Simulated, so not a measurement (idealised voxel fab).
Documented hereafter: the process module known as voxel air gaps.
Square cell edge 5 nm, section width 170 nm, ID cut.
Think of the cross-section as a grid of square cells. We describe it in bands, top to bottom, and each band covers one or more rows of those cells.
Look at the band entry: it leads with the top's height and the bottom's height in nm. Then it lists the materials left to right, with a width in nm for each. The word "all across" on a single material says that material fills the band edge to edge. The word "air" is empty space.
Heights from 0 (as-received wafer is one material below). Bottom band endless downward, as "z 0 and below".
Top row gets the first number, bottom row gets the second, and each row in between changes by the same step: that is how a band width like "30..40" works.
"nothing altered" (step): cross-section cells unchanged, all of them.
So "Enclosed empty spaces" is basically the list of trapped voids: any empty space of 8 cells or more that can't reach the top through an opening. They're written width x height at distance, the distance being from the left edge, and it's all nm.
Where a step's line continues beyond its settings, the continuation is a remark by the simulator itself on that step.
overlay nm: mask offset rightward from planned place, masked step; negative means leftward offset.

# Process steps foreseen in the plan
1: RECEIVE: material Si
2: CONFORMAL_DEP: material SiO2, thk nm 15
3: CONFORMAL_DEP: material SiCN, thk nm 5
4: DIRECTIONAL_DEP: material SiO2, thk nm 40
5: PATTERN: tone open, mask id LINES, material resist, width nm 25, pitch nm 50, thk nm 15, overlay nm 0
6: DIRECTIONAL_ETCH: etch materials SiO2, depth nm 40
7: STRIP: etch materials resist
8: CONFORMAL_DEP: material TiN, thk nm 5
9: FILL_DEP: material Cu, thk nm 5
10: CMP: height nm 60
11: EPI: material Ru, thk nm 10
12: SELECTIVE_ETCH: etch materials SiO2, depth nm 50
13: CONFORMAL_DEP: material SiCN, thk nm 5

# Step 1 complete: cross-section of the wafer as received
  z 0 and below  Si all across
  Enclosed empty spaces: none

# The following cross-section depicts the wafer upon conclusion of the module. Processing commenced from the starting condition illustrated above and adhered to the plan illustrated above, save for one mistake in execution
  z 75 to 70  air: 10; SiCN: 155; air: 5
  z 70 to 60  air: 10; SiCN: 5; Ru: 45; SiCN: 5; Ru: 45; SiCN: 5; Ru: 45; SiCN: 5; air: 5
  z 60 to 55  air: 10; SiCN: 15; TiN: 5; Cu: 15; TiN: 5; SiCN: 25; TiN: 5; Cu: 15; TiN: 5; SiCN: 25; TiN: 5; Cu: 15; TiN: 5; SiCN: 15; air: 5
  z 55 to 25  air: 20; SiCN: 5; TiN: 5; Cu: 15; TiN: 5; SiCN: 5; air: 15; SiCN: 5; TiN: 5; Cu: 15; TiN: 5; SiCN: 5; air: 15; SiCN: 5; TiN: 5; Cu: 15; TiN: 5; SiCN: 5; air: 15
  z 25 to 20  SiCN: 25; TiN: 25; SiCN: 25; TiN: 25; SiCN: 25; TiN: 25; SiCN: 20
  z 20 to 15  SiCN all across
  z 15 to 0  SiO2 all across
  z 0 and below  Si all across
  Enclosed empty spaces: 15 x 30 at 55; 15 x 30 at 105
In executing the process, a mistake was made relative to the plan: note that step 5 departed from the planned setting and was carried out as PATTERN: tone open, mask id LINES, material resist, width nm 25, pitch nm 50, thk nm 15, overlay nm 5
